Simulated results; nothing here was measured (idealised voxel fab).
process module | voxel self aligned contacts
cross-section cut | 215 nm wide | cells 5 nm
A cross-section is a grid of square cells, given in bands from the top down. A band is one or more rows of cells.
Each band's line starts with the height of the band's top and of its bottom, in nm. Then come its materials from left to right, each with its width in nm. One material with "throughout" fills the band from edge to edge. "air" is empty space.
Height 0 is the level under which the wafer as received is all one material. The lowest band goes on downwards, as in "0 down".
A width such as "30 to 40" changes by the same amount from each row of cells to the next, from the band's top row to its bottom row.
"no change" after a step means that no cell of the cross-section changed.
closed voids: empty space of 8 cells or more with no open way to the top, each as width x height at its distance from the left edge, in nm
after a step's settings: what the simulator itself notes on the step
overlay nm, on a step with a mask: how far to the right of its planned place the mask lay; to the left if negative
plan
1 op RECEIVE | material Si
2 op CONFORMAL_DEP | material SiO2 | thk nm 5
3 op DIRECTIONAL_DEP | material polySi | thk nm 20
4 op DIRECTIONAL_DEP | material SiN | thk nm 25
5 op MASKED_ETCH | tone cover | mask id GATE | width nm 25 | pitch nm 65 | etch materials SiN | depth nm 25 | overlay nm 0
6 op MASKED_ETCH | tone cover | mask id GATE | width nm 25 | pitch nm 65 | etch materials polySi | depth nm 20 | overlay nm 0
7 op CONFORMAL_DEP | material SiN | thk nm 10
8 op DIRECTIONAL_ETCH | etch materials SiN | depth nm 10
9 op FILL_DEP | material SiO2 | thk nm 20
10 op CMP | height nm 60
11 op DIRECTIONAL_DEP | material aC | thk nm 15
12 op PATTERN | tone open | mask id CONTACT | material resist | width nm 50 | pitch nm 65 | thk nm 35 | overlay nm 0
13 op DIRECTIONAL_ETCH | etch materials aC | depth nm 15
14 op STRIP | etch materials resist
15 op DIRECTIONAL_ETCH | etch materials SiO2 | depth nm 60
16 op STRIP | etch materials aC
17 op CONFORMAL_DEP | material TiN | thk nm 5
18 op FILL_DEP | material Ru | thk nm 5
19 op CMP | height nm 60
20 op CONFORMAL_DEP | material SiCN | thk nm 5
as received, after step 1
  0 down: Si throughout
  closed voids: none
first wafer at the end, as planned
  65 to 60: SiCN throughout
  60 to 50: SiO2 50 | TiN 5 to 20 | Ru 40 to 10 | TiN 5 to 20 | SiO2 15 | TiN 5 to 20 | Ru 40 to 10 | TiN 5 to 20 | SiO2 50
  50 to 25: SiO2 20 | SiN 45 | TiN 5 | Ru 10 | TiN 5 | SiN 45 | TiN 5 | Ru 10 | TiN 5 | SiN 45 | SiO2 20
  25 to 5: SiO2 20 | SiN 10 | polySi 25 | SiN 10 | TiN 5 | Ru 10 | TiN 5 | SiN 10 | polySi 25 | SiN 10 | TiN 5 | Ru 10 | TiN 5 | SiN 10 | polySi 25 | SiN 10 | SiO2 20
  5 to 0: SiO2 65 | TiN 20 | SiO2 45 | TiN 20 | SiO2 65
  0 down: Si throughout
  closed voids: none
second wafer at the end: like start, like plan, one mistake
  65 to 60: SiCN throughout
  60 to 50: SiO2 40 | TiN 5 to 30 | Ru 40 to 10 | TiN 5 to 10 | SiO2 15 | TiN 5 to 30 | Ru 40 to 10 | TiN 5 to 10 | SiO2 60
  50 to 25: SiO2 20 | SiN 45 | TiN 5 | Ru 10 | TiN 5 | SiN 45 | TiN 5 | Ru 10 | TiN 5 | SiN 45 | SiO2 20
  25 to 5: SiO2 20 | SiN 10 | polySi 25 | SiN 10 | TiN 5 | Ru 10 | TiN 5 | SiN 10 | polySi 25 | SiN 10 | TiN 5 | Ru 10 | TiN 5 | SiN 10 | polySi 25 | SiN 10 | SiO2 20
  5 to 0: SiO2 65 | TiN 20 | SiO2 45 | TiN 20 | SiO2 65
  0 down: Si throughout
  closed voids: none
what went wrong: step 12 ran as: op PATTERN | tone open | mask id CONTACT | material resist | width nm 50 | pitch nm 65 | thk nm 35 | overlay nm -10
at the end the second wafer has, in cells: as many of each material as the first, in other places
